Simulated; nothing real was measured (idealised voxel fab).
process module | voxel capacitor over wiring
cross-section cut | 190 nm wide | cells 5 nm
A cross-section is a grid of square cells, given in bands from the top down. A band is one or more rows of cells.
Each band's line starts with the height of the band's top and of its bottom, in nm. Then come its materials from left to right, each with its width in nm. One material with "throughout" fills the band from edge to edge. "air" is empty space.
Height 0 is the level under which the wafer as received is all one material. The lowest band goes on downwards, as in "0 down".
A width such as "30 to 40" changes by the same amount from each row of cells to the next, from the band's top row to its bottom row.
"no change" after a step means that no cell of the cross-section changed.
closed voids: empty space of 8 cells or more with no open way to the top, each as width x height at its distance from the left edge, in nm
after a step's settings: what the simulator itself notes on the step
overlay nm, on a step with a mask: how far to the right of its planned place the mask lay; to the left if negative
plan
1 op RECEIVE | material Si
2 op CONFORMAL_DEP | material SiO2 | thk nm 10
3 op CONFORMAL_DEP | material SiN | thk nm 5
4 op DIRECTIONAL_DEP | material SiO2 | thk nm 15
5 op DIRECTIONAL_DEP | material aC | thk nm 10
6 op PATTERN | tone open | mask id METAL_1 | material resist | width nm 30 | pitch nm 80 | thk nm 30 | overlay nm 0
7 op DIRECTIONAL_ETCH | etch materials aC | depth nm 10
8 op STRIP | etch materials resist
9 op DIRECTIONAL_ETCH | etch materials SiO2 | depth nm 15
10 op DIRECTIONAL_ETCH | etch materials SiN | depth nm 5
11 op STRIP | etch materials aC
12 op CONFORMAL_DEP | material TiN | thk nm 5
13 op FILL_DEP | material Ru | thk nm 10
14 op CMP | height nm 30
15 op EPI | material Ru | thk nm 5
16 op FILL_DEP | material SiCN | thk nm 5
17 op DIRECTIONAL_DEP | material SiO2 | thk nm 10
18 op MASKED_ETCH | tone open | mask id PLUG_1 | width nm 15 | etch materials SiO2 | depth nm 10 | overlay nm 0
19 op MASKED_ETCH | tone open | mask id PLUG_1 | width nm 15 | etch materials SiCN | depth nm 5 | overlay nm 0
20 op CONFORMAL_DEP | material TiN | thk nm 5
21 op FILL_DEP | material Cu | thk nm 5
22 op CMP | height nm 50
23 op DIRECTIONAL_DEP | material TiN | thk nm 5
24 op DIRECTIONAL_DEP | material HfO2 | thk nm 5
25 op DIRECTIONAL_DEP | material TiN | thk nm 10
26 op DIRECTIONAL_DEP | material aC | thk nm 15
27 op PATTERN | tone cover | mask id UPPER_PLATE | material resist | width nm 55 | thk nm 30 | overlay nm 0
28 op DIRECTIONAL_ETCH | etch materials aC | depth nm 15
29 op STRIP | etch materials resist
30 op DIRECTIONAL_ETCH | etch materials TiN | depth nm 10
31 op DIRECTIONAL_ETCH | etch materials HfO2 | depth nm 5
32 op STRIP | etch materials aC
33 op PATTERN | tone cover | mask id LOWER_PLATE | material resist | width nm 65 | thk nm 15 | overlay nm 0
34 op DIRECTIONAL_ETCH | etch materials TiN | depth nm 5
35 op STRIP | etch materials resist
36 op FILL_DEP | material SiO2 | thk nm 20
37 op CMP | height nm 85
38 op MASKED_ETCH | tone open | mask id PLUG_2 | width nm 15 | etch materials SiO2 | depth nm 15 | overlay nm 0
39 op CONFORMAL_DEP | material TiN | thk nm 5
40 op FILL_DEP | material W | thk nm 5
41 op CMP | height nm 85
42 op CONFORMAL_DEP | material SiCN | thk nm 5
as received, after step 1
  0 down: Si throughout
  closed voids: none
first wafer at the end, as planned
  90 to 85: SiCN throughout
  85 to 75: SiO2 65 | TiN 5 | W 5 | TiN 5 | SiO2 110
  75 to 70: SiO2 65 | TiN 15 | SiO2 110
  70 to 60: SiO2 55 | TiN 55 | SiO2 80
  60 to 55: SiO2 55 | HfO2 55 | SiO2 80
  55 to 50: SiO2 50 | TiN 65 | SiO2 75
  50 to 40: SiO2 55 | TiN 5 | Cu 5 | TiN 5 | SiO2 120
  40 to 35: SiCN 55 | TiN 15 | SiCN 120
  35 to 30: SiCN 35 | Ru 40 | SiCN 40 | Ru 40 | SiCN 35
  30 to 15: SiO2 40 | TiN 5 | Ru 20 | TiN 5 | SiO2 50 | TiN 5 | Ru 20 | TiN 5 | SiO2 40
  15 to 10: SiN 40 | TiN 30 | SiN 50 | TiN 30 | SiN 40
  10 to 0: SiO2 throughout
  0 down: Si throughout
  closed voids: none
second wafer at the end: like start, like plan, one mistake
  100 to 85: SiCN throughout
  85 to 75: SiO2 65 | TiN 5 | W 5 | TiN 5 | SiO2 110
  75 to 70: SiO2 65 | TiN 15 | SiO2 110
  70 to 60: SiO2 55 | TiN 55 | SiO2 80
  60 to 55: SiO2 55 | HfO2 55 | SiO2 80
  55 to 50: SiO2 50 | TiN 65 | SiO2 75
  50 to 40: SiO2 55 | TiN 5 | Cu 5 | TiN 5 | SiO2 120
  40 to 35: SiCN 55 | TiN 15 | SiCN 120
  35 to 30: SiCN 35 | Ru 40 | SiCN 40 | Ru 40 | SiCN 35
  30 to 15: SiO2 40 | TiN 5 | Ru 20 | TiN 5 | SiO2 50 | TiN 5 | Ru 20 | TiN 5 | SiO2 40
  15 to 10: SiN 40 | TiN 30 | SiN 50 | TiN 30 | SiN 40
  10 to 0: SiO2 throughout
  0 down: Si throughout
  closed voids: none
what went wrong: step 42 ran as: op CONFORMAL_DEP | material SiCN | thk nm 15
at the end the second wafer has, in cells: 76 more of SiCN
